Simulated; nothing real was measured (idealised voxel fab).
Presented below is a process module, voxel ribs on slabs.
cross-section cut | 190 nm wide | cells 5 nm
The cross-sections in this document take the form of a grid made of square cells. They are written out as bands, in order from top to bottom. Each band consists of one or more rows of cells. Band entry format. Leading values: height of top, height of bottom, nm. Remainder: materials in left-to-right order, each with its width in nm. Special words: "everywhere" on a single material, which then fills the band edge to edge; "empty", empty space. Heights are reckoned from 0. Under this level, the received wafer is all of one material. The bottommost band is open-ended downward, for example "0 down". When a width is written as two numbers, as in "30->40", the first number is the width in the top row of cells of the band and the second is the width in its bottom row, and the width changes by the same amount from each row to the next. For the purposes of this document, the phrase "everything unchanged" attached to a step denotes that no cell within the cross-section was modified by that step. Look at "Voids lacking openings" for the closed voids: empty spaces with no open path to the top, sized 8 cells or up. Each is width x height at distance, distance from the left edge, all nm. after a step's settings: what the simulator itself notes on the step. "overlay nm", when on a step's line for a step with a mask, measures how far to the right of its planned place the mask lay; a negative measure means to the left.

Planned process steps
| 1 | RECEIVE: material Si |
| 2 | DIRECTIONAL_DEP: material SiO2, thk nm 20 |
| 3 | DIRECTIONAL_DEP: material SiN, thk nm 25 |
| 4 | DIRECTIONAL_DEP: material aC, thk nm 10 |
| 5 | PATTERN: tone cover, mask id RIB, material resist, width nm 20, thk nm 30, overlay nm 0 |
| 6 | DIRECTIONAL_ETCH: etch materials aC, depth nm 10 |
| 7 | STRIP: etch materials resist |
| 8 | DIRECTIONAL_ETCH: etch materials SiN, depth nm 10 |
| 9 | STRIP: etch materials aC |
| 10 | DIRECTIONAL_DEP: material aC, thk nm 15 |
| 11 | PATTERN: tone cover, mask id SLAB, material resist, width nm 80, thk nm 35, overlay nm 0 |
| 12 | DIRECTIONAL_ETCH: etch materials aC, depth nm 15 |
| 13 | STRIP: etch materials resist |
| 14 | DIRECTIONAL_ETCH: etch materials SiN, depth nm 15 |
| 15 | STRIP: etch materials aC |
| 16 | FILL_DEP: material SiO2, thk nm 20 |
| 17 | CMP: height nm 55 |
| 18 | DIRECTIONAL_DEP: material W, thk nm 5 |
| 19 | MASKED_ETCH: tone cover, mask id HEATER, width nm 30, etch materials W, depth nm 5, overlay nm 0 |
| 20 | CONFORMAL_DEP: material SiN, thk nm 5 |

Of two wafers, the first: run according to plan

Step 1 complete: cross-section of the wafer as received
	0 down | Si everywhere
	Voids lacking openings: none

Presented here is a cross-section of the wafer after step 2 has been performed
	20 to 0 | SiO2 everywhere
	Lower than 0, everything is as it was.

Presented here is a cross-section of the wafer after step 3 has been performed
	45 to 20 | SiN everywhere
	Lower than 20, everything is as it was.

Presented here is a cross-section of the wafer after step 4 has been performed
	55 to 45 | aC everywhere
	Lower than 45, everything is as it was.

Presented here is a cross-section of the wafer after step 5 has been performed
	85 to 55 | empty 85 | resist 20 | empty 85
	Lower than 55, everything is as it was.

Presented here is a cross-section of the wafer after step 6 has been performed
	75 to 55 | empty 85 | resist 20 | empty 85
	55 to 45 | empty 85 | aC 20 | empty 85
	Lower than 45, everything is as it was.

Presented here is a cross-section of the wafer after step 7 has been performed
	55 to 45 | empty 85 | aC 20 | empty 85
	Lower than 45, everything is as it was.

Presented here is a cross-section of the wafer after step 8 has been performed
	55 to 45 | empty 85 | aC 20 | empty 85
	45 to 35 | empty 85 | SiN 20 | empty 85
	Lower than 35, everything is as it was.

Presented here is a cross-section of the wafer after step 9 has been performed
	45 to 35 | empty 85 | SiN 20 | empty 85
	Lower than 35, everything is as it was.

Presented here is a cross-section of the wafer after step 10 has been performed
	60 to 50 | empty 85 | aC 20 | empty 85
	50 to 45 | aC everywhere
	45 to 35 | aC 85 | SiN 20 | aC 85
	Lower than 35, everything is as it was.

Presented here is a cross-section of the wafer after step 11 has been performed
	95 to 60 | empty 55 | resist 80 | empty 55
	60 to 50 | empty 55 | resist 30 | aC 20 | resist 30 | empty 55
	Lower than 50, everything is as it was.

Presented here is a cross-section of the wafer after step 12 has been performed
	80 to 60 | empty 55 | resist 80 | empty 55
	60 to 50 | empty 55 | resist 30 | aC 20 | resist 30 | empty 55
	50 to 45 | empty 55 | aC 80 | empty 55
	45 to 35 | empty 55 | aC 30 | SiN 20 | aC 30 | empty 55
	Lower than 35, everything is as it was.

Presented here is a cross-section of the wafer after step 13 has been performed
	60 to 50 | empty 85 | aC 20 | empty 85
	Lower than 50, everything is as it was.

Presented here is a cross-section of the wafer after step 14 has been performed
	60 to 50 | empty 85 | aC 20 | empty 85
	50 to 45 | empty 55 | aC 80 | empty 55
	45 to 35 | empty 55 | aC 30 | SiN 20 | aC 30 | empty 55
	35 to 20 | empty 55 | SiN 80 | empty 55
	Lower than 20, everything is as it was.

Presented here is a cross-section of the wafer after step 15 has been performed
	45 to 35 | empty 85 | SiN 20 | empty 85
	Lower than 35, everything is as it was.

Presented here is a cross-section of the wafer after step 16 has been performed
	65 to 45 | SiO2 everywhere
	45 to 35 | SiO2 85 | SiN 20 | SiO2 85
	35 to 20 | SiO2 55 | SiN 80 | SiO2 55
	Lower than 20, everything is as it was.

Presented here is a cross-section of the wafer after step 17 has been performed
	55 to 45 | SiO2 everywhere
	Lower than 45, everything is as it was.

Presented here is a cross-section of the wafer after step 18 has been performed
	60 to 55 | W everywhere
	Lower than 55, everything is as it was.

Presented here is a cross-section of the wafer after step 19 has been performed
	60 to 55 | empty 80 | W 30 | empty 80
	Lower than 55, everything is as it was.

Presented here is a cross-section of the wafer after step 20 has been performed
	65 to 60 | empty 75 | SiN 40 | empty 75
	60 to 55 | SiN 80 | W 30 | SiN 80
	Lower than 55, everything is as it was.

Second wafer - shared start and plan with the first - one error in running - same as the first up to step 1 inclusive

When step 2 should have ended
	25 to 0 | SiN everywhere
	Lower than 0, everything is as it was.

When step 3 should have ended
	45 to 25 | SiO2 everywhere
	Lower than 25, everything is as it was.

When step 4 should have ended
	55 to 45 | aC everywhere
	Lower than 45, everything is as it was.

When step 5 should have ended
	85 to 55 | empty 85 | resist 20 | empty 85
	Lower than 55, everything is as it was.

When step 6 should have ended
	75 to 55 | empty 85 | resist 20 | empty 85
	55 to 45 | empty 85 | aC 20 | empty 85
	Lower than 45, everything is as it was.

When step 7 should have ended
	55 to 45 | empty 85 | aC 20 | empty 85
	Lower than 45, everything is as it was.

when step 8 should have ended: everything unchanged

When step 9 should have ended
	45 to 25 | SiO2 everywhere
	Lower than 25, everything is as it was.

When step 10 should have ended
	60 to 45 | aC everywhere
	Lower than 45, everything is as it was.

When step 11 should have ended
	95 to 60 | empty 55 | resist 80 | empty 55
	Lower than 60, everything is as it was.

When step 12 should have ended
	80 to 60 | empty 55 | resist 80 | empty 55
	60 to 45 | empty 55 | aC 80 | empty 55
	Lower than 45, everything is as it was.

When step 13 should have ended
	60 to 45 | empty 55 | aC 80 | empty 55
	Lower than 45, everything is as it was.

when step 14 should have ended: everything unchanged

When step 15 should have ended
	45 to 25 | SiO2 everywhere
	Lower than 25, everything is as it was.

When step 16 should have ended
	65 to 25 | SiO2 everywhere
	Lower than 25, everything is as it was.

When step 17 should have ended
	55 to 25 | SiO2 everywhere
	Lower than 25, everything is as it was.

When step 18 should have ended
	60 to 55 | W everywhere
	Lower than 55, everything is as it was.

When step 19 should have ended
	60 to 55 | empty 80 | W 30 | empty 80
	Lower than 55, everything is as it was.

When step 20 should have ended
	65 to 60 | empty 75 | SiN 40 | empty 75
	60 to 55 | SiN 80 | W 30 | SiN 80
	Lower than 55, everything is as it was.
What was the processing mistake? note: step 2 <-> step 3, run order reversed vs plan
End of process, cell counts, second wafer against first, materials with more or fewer: SiN: 134 more | SiO2: 134 fewer
